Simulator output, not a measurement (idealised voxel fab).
A process module follows: voxel gate over fins.
Section cut is 150 nm wide and gridded with 5 nm square cells.
Cross-section format: a grid of square cells, given as bands from top to bottom; each band is one or more rows of cells.
This entry defines a band. It first specifies the height of the band's top and the height of its bottom in nm, and then specifies the band's materials from left to right, stating each material with its width in nm. The word "throughout" identifies a single material that fills the band from edge to edge, while the word "blank" identifies empty space.
Height datum 0, below which the as-received substrate wafer is one material. Lowest band open at the bottom, running downward: "0 down".
A width given as "30->40" starts at the first number in the band's top row and ends at the second number in its bottom row, shifting by an equal amount at every step from row to row.
You'll sometimes find "no alterations made" written for a step, and that's the way of saying that nowhere in the cross-section did a cell change during that step.
"Closed void list" means: voids of 8 cells or more that are shut off from the top with no open way through. Written width x height at distance, distance from the left edge, in nm.
Post-settings text on a step line: simulator's own remark regarding the step.
If you see "overlay nm" on a step's line and that step has a mask, it's telling you how far right of where it was planned the mask ended up; a negative number means it went left instead.

INTENDED PROCESS STEPS
- 1: RECEIVE | material Si
- 2: CONFORMAL_DEP | material SiN | thk nm 10
- 3: PATTERN | tone cover | mask id FINS | material resist | width nm 15 | pitch nm 35 | thk nm 15 | overlay nm 0
- 4: DIRECTIONAL_ETCH | etch materials SiN | depth nm 10
- 5: DIRECTIONAL_ETCH | etch materials Si | depth nm 35
- 6: STRIP | etch materials resist
- 7: OXIDIZE | depth nm 5
- 8: FILL_DEP | material SiO2 | thk nm 5
- 9: CMP | height nm 10
- 10: SELECTIVE_ETCH | etch materials SiO2 | depth nm 25
- 11: STRIP | etch materials SiN
- 12: CONFORMAL_DEP | material HfO2 | thk nm 5
- 13: CONFORMAL_DEP | material TiN | thk nm 5
- 14: FILL_DEP | material W | thk nm 15
- 15: CMP | height nm 20
- 16: CONFORMAL_DEP | material SiCN | thk nm 10

AS RECEIVED, AFTER STEP 1
0 down  Si throughout
Closed void list: none

CROSS-SECTIONAL RESULT AFTER MODULE COMPLETION. NOTE: STARTING CONDITION AND PLAN ARE UNCHANGED FROM ABOVE; ONE PROCESSING MISTAKE WAS MADE
30 to 20  SiCN throughout
20 to 10  W throughout
10 to 5  W 45 nm / TiN 30 nm / W 5 nm / TiN 30 nm / W 40 nm
5 to 0  W 45 nm / TiN 5 nm / HfO2 20 nm / TiN 5 nm / W 5 nm / TiN 5 nm / HfO2 20 nm / TiN 5 nm / W 40 nm
0 to -5  W 45 nm / TiN 5 nm / HfO2 5 nm / Si 10 nm / HfO2 5 nm / TiN 5 nm / W 5 nm / TiN 5 nm / HfO2 5 nm / Si 10 nm / HfO2 5 nm / TiN 5 nm / W 40 nm
-5 to -10  TiN 50 nm / HfO2 5 nm / Si 10 nm / HfO2 5 nm / TiN 15 nm / HfO2 5 nm / Si 10 nm / HfO2 5 nm / TiN 45 nm
-10 to -15  HfO2 55 nm / Si 10 nm / HfO2 25 nm / Si 10 nm / HfO2 50 nm
-15 to -40  SiO2 55 nm / Si 10 nm / SiO2 25 nm / Si 10 nm / SiO2 50 nm
-40 down  Si throughout
Closed void list: none
Deviation noted in wafer processing: in deviation from the planned setting, step 3 was conducted as PATTERN | tone cover | mask id FINS | material resist | width nm 20 | pitch nm 35 | thk nm 15 | overlay nm 0
